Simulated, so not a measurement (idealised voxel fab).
This is a process module. Its name is voxel released beams.
Cross-sectional view cut (width: 215 nm; square cell size: 5 nm).
Bands, listed from the top down, are how a cross-section gets written in this document; the cross-section itself is a grid of square cells, and a band is one or more rows of them. Read a band's entry like this: the first values are the height of its top and the height of its bottom in nm, and what follows is the sequence of materials from left to right, each with its width in nm. Note that "blank" is empty space, and that a single material marked "throughout" reaches across the band from edge to edge. All heights in this document are referenced to 0, defined as the level beneath which the wafer, as received, consists entirely of one material. The lowest band is not bounded below; it extends indefinitely downward and is written in the form "0 nm and below". When a width is written as two numbers, as in "30 to 40", the first number is the width in the top row of cells of the band and the second is the width in its bottom row, and the width changes by the same amount from each row to the next. "remained unchanged" means the step left every cell of the cross-section as it was. "Listed closed voids" contains a list of empty spaces, each no smaller than 8 cells and without an open way to the top, written in the form width x height at distance with the distance from the left edge and all three in nm. What comes after the settings on a step's line is commentary from the simulator itself on that step. overlay nm, on a step with a mask: how far to the right of its planned place the mask lay; to the left if negative.
-- Steps planned for the process
- 1: RECEIVE (material Si)
- 2: CONFORMAL_DEP (material SiN; thk nm 10)
- 3: DIRECTIONAL_DEP (material SiO2; thk nm 10)
- 4: DIRECTIONAL_DEP (material aC; thk nm 10)
- 5: PATTERN (tone open; mask id ANCHOR; material resist; width nm 40; thk nm 25; overlay nm 0)
- 6: DIRECTIONAL_ETCH (etch materials aC; depth nm 10)
- 7: STRIP (etch materials resist)
- 8: DIRECTIONAL_ETCH (etch materials SiO2; depth nm 10)
- 9: STRIP (etch materials aC)
- 10: CONFORMAL_DEP (material polySi; thk nm 15)
- 11: MASKED_ETCH (tone cover; mask id BEAM; width nm 90; etch materials polySi; depth nm 15; overlay nm 0)
- 12: STRIP (etch materials SiO2)
Wafer-to-wafer difference: width nm, step 11. Common start. Plan = first wafer's value.
-- Here's the first of the wafers in cross-section, just as we got it, i.e. after step 1
    0 nm and below: Si throughout
    Listed closed voids: none
-- Rows = wafers. At module end, each row lists per material the cells gained (+) or lost (-) since the wafer was received, then the closed voids
width nm 90 | +86 SiN | +66 polySi | Listed closed voids: none
width nm 95 | +86 SiN | +69 polySi | Listed closed voids: none
width nm 100 | +86 SiN | +72 polySi | Listed closed voids: none
width nm 105 | +86 SiN | +75 polySi | Listed closed voids: none
width nm 110 | +86 SiN | +78 polySi | Listed closed voids: none
width nm 115 | +86 SiN | +81 polySi | Listed closed voids: none
